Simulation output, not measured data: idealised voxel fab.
The name of this process module is voxel self aligned contacts.
The figure presents cross-section cut, which has a width of 235 nm and is divided into square cells with an edge length of 5 nm.
A cross-section is a grid of square cells, given in bands from the top down. A band is one or more rows of cells.
The band entry comprises the height of the band's top followed by the height of its bottom, expressed in nm, and subsequently the band's materials from left to right, each stated together with its width in nm. Where a single material is marked with the word "all across", that material fills the band from edge to edge. The word "air" represents empty space.
We count height from 0. Below that, the starting wafer is all one material. The lowest band never ends at the bottom but goes on down; see "0 down" for how that is written.
When a width is written as two numbers, as in "30..40", the first number is the width in the top row of cells of the band and the second is the width in its bottom row, and the width changes by the same amount from each row to the next.
You'll sometimes find "nothing changed" written for a step, and that's the way of saying that nowhere in the cross-section did a cell change during that step.
You'll see "Cavities, closed" listing empty spaces that have no way open to the top, as long as they're 8 cells or more; the notation is width x height at distance, where the distance is from the left edge, and all of it is in nm.
Where a step's line continues beyond its settings, the continuation is a remark by the simulator itself on that step.
overlay nm: for a step with a mask, the amount by which the mask lay right of where it was planned; a negative amount means left of it.
The process steps that were planned are listed below
step 1: RECEIVE: material Si
step 2: CONFORMAL_DEP: material SiO2, thk nm 5
step 3: DIRECTIONAL_DEP: material polySi, thk nm 25
step 4: DIRECTIONAL_DEP: material SiN, thk nm 20
step 5: PATTERN: tone cover, mask id GATE, material resist, width nm 25, pitch nm 55, thk nm 15, overlay nm 0
step 6: DIRECTIONAL_ETCH: etch materials SiN, depth nm 20
step 7: DIRECTIONAL_ETCH: etch materials polySi, depth nm 25
step 8: STRIP: etch materials resist
step 9: CONFORMAL_DEP: material SiN, thk nm 5
step 10: DIRECTIONAL_ETCH: etch materials SiN, depth nm 5
step 11: FILL_DEP: material SiO2, thk nm 15
step 12: CMP: height nm 55
step 13: PATTERN: tone open, mask id CONTACT, material resist, width nm 40, pitch nm 55, thk nm 20, overlay nm 0
step 14: DIRECTIONAL_ETCH: etch materials SiO2, depth nm 55
step 15: STRIP: etch materials resist
step 16: CONFORMAL_DEP: material TiN, thk nm 5
step 17: FILL_DEP: material W, thk nm 10
step 18: CMP: height nm 55
step 19: CONFORMAL_DEP: material SiN, thk nm 5
On the first of the two wafers: run conducted according to plan
Incoming wafer, cross-sectional view, post step 1
* 0 down: Si all across
* Cavities, closed: none
Sectional view: wafer, after step 2
* 5 to 0: SiO2 all across
* Under the height 0 nothing was changed.
Sectional view: wafer, after step 3
* 30 to 5: polySi all across
* Under the height 5 nothing was changed.
Sectional view: wafer, after step 4
* 50 to 30: SiN all across
* Under the height 30 nothing was changed.
Sectional view: wafer, after step 5
* 65 to 50: air 50 / resist 25 / air 30 / resist 25 / air 30 / resist 25 / air 50
* Under the height 50 nothing was changed.
Sectional view: wafer, after step 6
* 65 to 50: air 50 / resist 25 / air 30 / resist 25 / air 30 / resist 25 / air 50
* 50 to 30: air 50 / SiN 25 / air 30 / SiN 25 / air 30 / SiN 25 / air 50
* Under the height 30 nothing was changed.
Sectional view: wafer, after step 7
* 65 to 50: air 50 / resist 25 / air 30 / resist 25 / air 30 / resist 25 / air 50
* 50 to 30: air 50 / SiN 25 / air 30 / SiN 25 / air 30 / SiN 25 / air 50
* 30 to 5: air 50 / polySi 25 / air 30 / polySi 25 / air 30 / polySi 25 / air 50
* Under the height 5 nothing was changed.
Sectional view: wafer, after step 8
* 50 to 30: air 50 / SiN 25 / air 30 / SiN 25 / air 30 / SiN 25 / air 50
* Under the height 30 nothing was changed.
Sectional view: wafer, after step 9
* 55 to 30: air 45 / SiN 35 / air 20 / SiN 35 / air 20 / SiN 35 / air 45
* 30 to 10: air 45 / SiN 5 / polySi 25 / SiN 5 / air 20 / SiN 5 / polySi 25 / SiN 5 / air 20 / SiN 5 / polySi 25 / SiN 5 / air 45
* 10 to 5: SiN 50 / polySi 25 / SiN 30 / polySi 25 / SiN 30 / polySi 25 / SiN 50
* Under the height 5 nothing was changed.
Sectional view: wafer, after step 10
* 50 to 30: air 45 / SiN 35 / air 20 / SiN 35 / air 20 / SiN 35 / air 45
* 30 to 5: air 45 / SiN 5 / polySi 25 / SiN 5 / air 20 / SiN 5 / polySi 25 / SiN 5 / air 20 / SiN 5 / polySi 25 / SiN 5 / air 45
* Under the height 5 nothing was changed.
Sectional view: wafer, after step 11
* 65 to 50: SiO2 all across
* 50 to 30: SiO2 45 / SiN 35 / SiO2 20 / SiN 35 / SiO2 20 / SiN 35 / SiO2 45
* 30 to 5: SiO2 45 / SiN 5 / polySi 25 / SiN 5 / SiO2 20 / SiN 5 / polySi 25 / SiN 5 / SiO2 20 / SiN 5 / polySi 25 / SiN 5 / SiO2 45
* Under the height 5 nothing was changed.
Sectional view: wafer, after step 12
* 55 to 50: SiO2 all across
* Under the height 50 nothing was changed.
Sectional view: wafer, after step 13
* 75 to 55: resist 70 / air 40 / resist 15 / air 40 / resist 70
* Under the height 55 nothing was changed.
Sectional view: wafer, after step 14
* 75 to 55: resist 70 / air 40 / resist 15 / air 40 / resist 70
* 55 to 50: SiO2 70 / air 40 / SiO2 15 / air 40 / SiO2 70
* 50 to 30: SiO2 45 / SiN 35 / air 20 / SiN 35 / air 20 / SiN 35 / SiO2 45
* 30 to 5: SiO2 45 / SiN 5 / polySi 25 / SiN 5 / air 20 / SiN 5 / polySi 25 / SiN 5 / air 20 / SiN 5 / polySi 25 / SiN 5 / SiO2 45
* 5 to 0: SiO2 80 / air 20 / SiO2 35 / air 20 / SiO2 80
* Under the height 0 nothing was changed.
Sectional view: wafer, after step 15
* 55 to 50: SiO2 70 / air 40 / SiO2 15 / air 40 / SiO2 70
* Under the height 50 nothing was changed.
Sectional view: wafer, after step 16
* 60 to 55: TiN 75 / air 30 / TiN 25 / air 30 / TiN 75
* 55 to 50: SiO2 70 / TiN 15 / air 10 / TiN 15 / SiO2 15 / TiN 15 / air 10 / TiN 15 / SiO2 70
* 50 to 30: SiO2 45 / SiN 35 / TiN 5 / air 10 / TiN 5 / SiN 35 / TiN 5 / air 10 / TiN 5 / SiN 35 / SiO2 45
* 30 to 5: SiO2 45 / SiN 5 / polySi 25 / SiN 5 / TiN 5 / air 10 / TiN 5 / SiN 5 / polySi 25 / SiN 5 / TiN 5 / air 10 / TiN 5 / SiN 5 / polySi 25 / SiN 5 / SiO2 45
* 5 to 0: SiO2 80 / TiN 20 / SiO2 35 / TiN 20 / SiO2 80
* Under the height 0 nothing was changed.
Sectional view: wafer, after step 17
* 70 to 60: W all across
* 60 to 55: TiN 75 / W 30 / TiN 25 / W 30 / TiN 75
* 55 to 50: SiO2 70 / TiN 15 / W 10 / TiN 15 / SiO2 15 / TiN 15 / W 10 / TiN 15 / SiO2 70
* 50 to 30: SiO2 45 / SiN 35 / TiN 5 / W 10 / TiN 5 / SiN 35 / TiN 5 / W 10 / TiN 5 / SiN 35 / SiO2 45
* 30 to 5: SiO2 45 / SiN 5 / polySi 25 / SiN 5 / TiN 5 / W 10 / TiN 5 / SiN 5 / polySi 25 / SiN 5 / TiN 5 / W 10 / TiN 5 / SiN 5 / polySi 25 / SiN 5 / SiO2 45
* Under the height 5 nothing was changed.
Sectional view: wafer, after step 18
* 55 to 50: SiO2 70 / TiN 15 / W 10 / TiN 15 / SiO2 15 / TiN 15 / W 10 / TiN 15 / SiO2 70
* Under the height 50 nothing was changed.
Sectional view: wafer, after step 19
* 60 to 55: SiN all across
* Under the height 55 nothing was changed.
Companion wafer, the second of two: same beginning, same intended sequence, one mistake in carrying it out; through step 12 inclusive it tracks the first exactly
What the second wafer looks like in cross-section when step 13 should have wrapped up
* 75 to 55: air 70 / resist 40 / air 15 / resist 40 / air 70
* Under the height 55 nothing was changed.
What the second wafer looks like in cross-section when step 14 should have wrapped up
* 75 to 55: air 70 / resist 40 / air 15 / resist 40 / air 70
* 55 to 50: air 70 / SiO2 40 / air 15 / SiO2 40 / air 70
* 50 to 30: air 45 / SiN 35 / SiO2 20 / SiN 35 / SiO2 20 / SiN 35 / air 45
* 30 to 5: air 45 / SiN 5 / polySi 25 / SiN 5 / SiO2 20 / SiN 5 / polySi 25 / SiN 5 / SiO2 20 / SiN 5 / polySi 25 / SiN 5 / air 45
* 5 to 0: air 45 / SiO2 145 / air 45
* Under the height 0 nothing was changed.
What the second wafer looks like in cross-section when step 15 should have wrapped up
* 55 to 50: air 70 / SiO2 40 / air 15 / SiO2 40 / air 70
* Under the height 50 nothing was changed.
What the second wafer looks like in cross-section when step 16 should have wrapped up
* 60 to 55: air 65 / TiN 50 / air 5 / TiN 50 / air 65
* 55 to 50: air 40 / TiN 30 / SiO2 40 / TiN 15 / SiO2 40 / TiN 30 / air 40
* 50 to 30: air 40 / TiN 5 / SiN 35 / SiO2 20 / SiN 35 / SiO2 20 / SiN 35 / TiN 5 / air 40
* 30 to 5: air 40 / TiN 5 / SiN 5 / polySi 25 / SiN 5 / SiO2 20 / SiN 5 / polySi 25 / SiN 5 / SiO2 20 / SiN 5 / polySi 25 / SiN 5 / TiN 5 / air 40
* 5 to 0: TiN 45 / SiO2 145 / TiN 45
* Under the height 0 nothing was changed.
What the second wafer looks like in cross-section when step 17 should have wrapped up
* 70 to 60: W all across
* 60 to 55: W 65 / TiN 50 / W 5 / TiN 50 / W 65
* 55 to 50: W 40 / TiN 30 / SiO2 40 / TiN 15 / SiO2 40 / TiN 30 / W 40
* 50 to 30: W 40 / TiN 5 / SiN 35 / SiO2 20 / SiN 35 / SiO2 20 / SiN 35 / TiN 5 / W 40
* 30 to 5: W 40 / TiN 5 / SiN 5 / polySi 25 / SiN 5 / SiO2 20 / SiN 5 / polySi 25 / SiN 5 / SiO2 20 / SiN 5 / polySi 25 / SiN 5 / TiN 5 / W 40
* Under the height 5 nothing was changed.
What the second wafer looks like in cross-section when step 18 should have wrapped up
* 55 to 50: W 40 / TiN 30 / SiO2 40 / TiN 15 / SiO2 40 / TiN 30 / W 40
* Under the height 50 nothing was changed.
What the second wafer looks like in cross-section when step 19 should have wrapped up
* 60 to 55: SiN all across
* Under the height 55 nothing was changed.
What was the processing mistake? the process deviated at step 13: the operation and settings actually run there were PATTERN: tone cover, mask id CONTACT, material resist, width nm 40, pitch nm 55, thk nm 20, overlay nm 0
Count the cells at the end and the second wafer has more or fewer of some materials than the first: -115 SiO2; -5 TiN; +120 W
